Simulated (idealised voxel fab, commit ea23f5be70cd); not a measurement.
Presented below is a process module, voxel tone inversion.
Cross-section cut spans 235 nm and uses square cells 5 nm in size.
For the purposes of this document, a cross-section shall be understood as a grid of square cells, specified as bands listed in top-to-bottom order, each band consisting of one or more rows of cells.
Read a band's entry like this: the first values are the height of its top and the height of its bottom in nm, and what follows is the sequence of materials from left to right, each with its width in nm. Note that "empty" is empty space, and that a single material marked "everywhere" reaches across the band from edge to edge.
For the purposes of this specification, 0 denotes the height below which the wafer in its as-received condition is composed wholly of one material, and the lowermost band, lacking a lower limit, extends downward without end, as expressed in "from 0 down".
Width spec "30..40" -> top row of cells at first value, bottom row at second value, equal per-row change in between.
"remained unchanged" for a step: no cell of the cross-section changed in that step.
"Sealed void list" means: voids of 8 cells or more that are shut off from the top with no open way through. Written width x height at distance, distance from the left edge, in nm.
Past the settings on a step's line: simulator remark, on that step.
The line of a step may include "overlay nm". On a step with a mask, this value is how far to the right of its planned place the mask lay. A negative value means the mask lay to the left.

## Listed below are the process steps as planned
1 RECEIVE,material Si
2 CONFORMAL_DEP,material SiCN,thk nm 5
3 DIRECTIONAL_DEP,material aC,thk nm 10
4 PATTERN,tone cover,mask id POSTS,material resist,width nm 20,pitch nm 40,thk nm 30,overlay nm 0
5 DIRECTIONAL_ETCH,etch materials aC,depth nm 20
6 STRIP,etch materials resist
7 FILL_DEP,material SiO2,thk nm 10
8 CMP,height nm 25
9 STRIP,etch materials aC
10 CONFORMAL_DEP,material TiN,thk nm 5
11 FILL_DEP,material Ru,thk nm 10
12 CMP,height nm 25
13 CONFORMAL_DEP,material SiCN,thk nm 5
Same starting wafers, different thk nm at step 3. Plan value belongs to the first wafer.

## Cross-section of the first of several received wafers, showing its state after step 1
- from 0 down: Si everywhere
- Sealed void list: none

## First of several wafers, sectioned at end of module (last step: step 13)
- from 30 to 25: SiCN everywhere
- from 25 to 15: SiO2 everywhere
- from 15 to 5: SiO2 85 | aC 20 | SiO2 20 | aC 20 | SiO2 90
- from 5 to 0: SiCN everywhere
- from 0 down: Si everywhere
- Sealed void list: none

## The final wafer, sectioned at module end
- from 30 to 25: SiCN everywhere
- from 25 to 10: SiO2 85 | TiN 5 | Ru 10 | TiN 5 | SiO2 20 | TiN 5 | Ru 10 | TiN 5 | SiO2 90
- from 10 to 5: SiO2 85 | TiN 20 | SiO2 20 | TiN 20 | SiO2 90
- from 5 to 0: SiCN everywhere
- from 0 down: Si everywhere
- Sealed void list: none

## Below: a row per wafer. Contents at end of module: for every material, cells gained since receipt (+) or lost since receipt (-); then closed voids
thk nm 10; +94 SiCN; +172 SiO2; +16 aC; Sealed void list: none
thk nm 15; +94 SiCN; +164 SiO2; +24 aC; Sealed void list: none
thk nm 20; +12 Ru; +94 SiCN; +156 SiO2; +20 TiN; Sealed void list: none
